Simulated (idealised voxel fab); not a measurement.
process module | voxel released beams
cross-section cut | 250 nm wide | cells 5 nm
A cross-section is a grid of square cells, given in bands from the top down. A band is one or more rows of cells.
Each band's line starts with the height of the band's top and of its bottom, in nm. Then come its materials from left to right, each with its width in nm. One material with "throughout" fills the band from edge to edge. "air" is empty space.
Height 0 is the level under which the wafer as received is all one material. The lowest band goes on downwards, as in "0 down".
A width such as "30 to 40" changes by the same amount from each row of cells to the next, from the band's top row to its bottom row.
"no change" after a step means that no cell of the cross-section changed.
closed voids: empty space of 8 cells or more with no open way to the top, each as width x height at its distance from the left edge, in nm
after a step's settings: what the simulator itself notes on the step
overlay nm, on a step with a mask: how far to the right of its planned place the mask lay; to the left if negative
plan
1 op RECEIVE | material Si
2 op CONFORMAL_DEP | material Al2O3 | thk nm 10
3 op DIRECTIONAL_DEP | material SiO2 | thk nm 15
4 op DIRECTIONAL_DEP | material aC | thk nm 15
5 op PATTERN | tone open | mask id ANCHOR | material resist | width nm 35 | thk nm 35 | overlay nm 0
6 op DIRECTIONAL_ETCH | etch materials aC | depth nm 15
7 op STRIP | etch materials resist
8 op DIRECTIONAL_ETCH | etch materials SiO2 | depth nm 15
9 op STRIP | etch materials aC
10 op CONFORMAL_DEP | material W | thk nm 10
11 op DIRECTIONAL_DEP | material aC | thk nm 10
12 op PATTERN | tone cover | mask id BEAM | material resist | width nm 95 | thk nm 25 | overlay nm 0
13 op DIRECTIONAL_ETCH | etch materials aC | depth nm 10
14 op STRIP | etch materials resist
15 op DIRECTIONAL_ETCH | etch materials W | depth nm 10
16 op STRIP | etch materials aC
17 op STRIP | etch materials SiO2
as received, after step 1
  0 down: Si throughout
  closed voids: none
a wafer at the end: this start, this plan, one mistake
  35 to 25: air 75 | W 10 | air 15 | W 70 | air 80
  25 to 20: air 75 | W 10 | air 15 | W 10 | air 140
  20 to 10: air 75 | W 35 | air 140
  10 to 0: Al2O3 throughout
  0 down: Si throughout
  closed voids: none
what went wrong: step 5 ran as: op PATTERN | tone open | mask id ANCHOR | material resist | width nm 35 | thk nm 35 | overlay nm -5
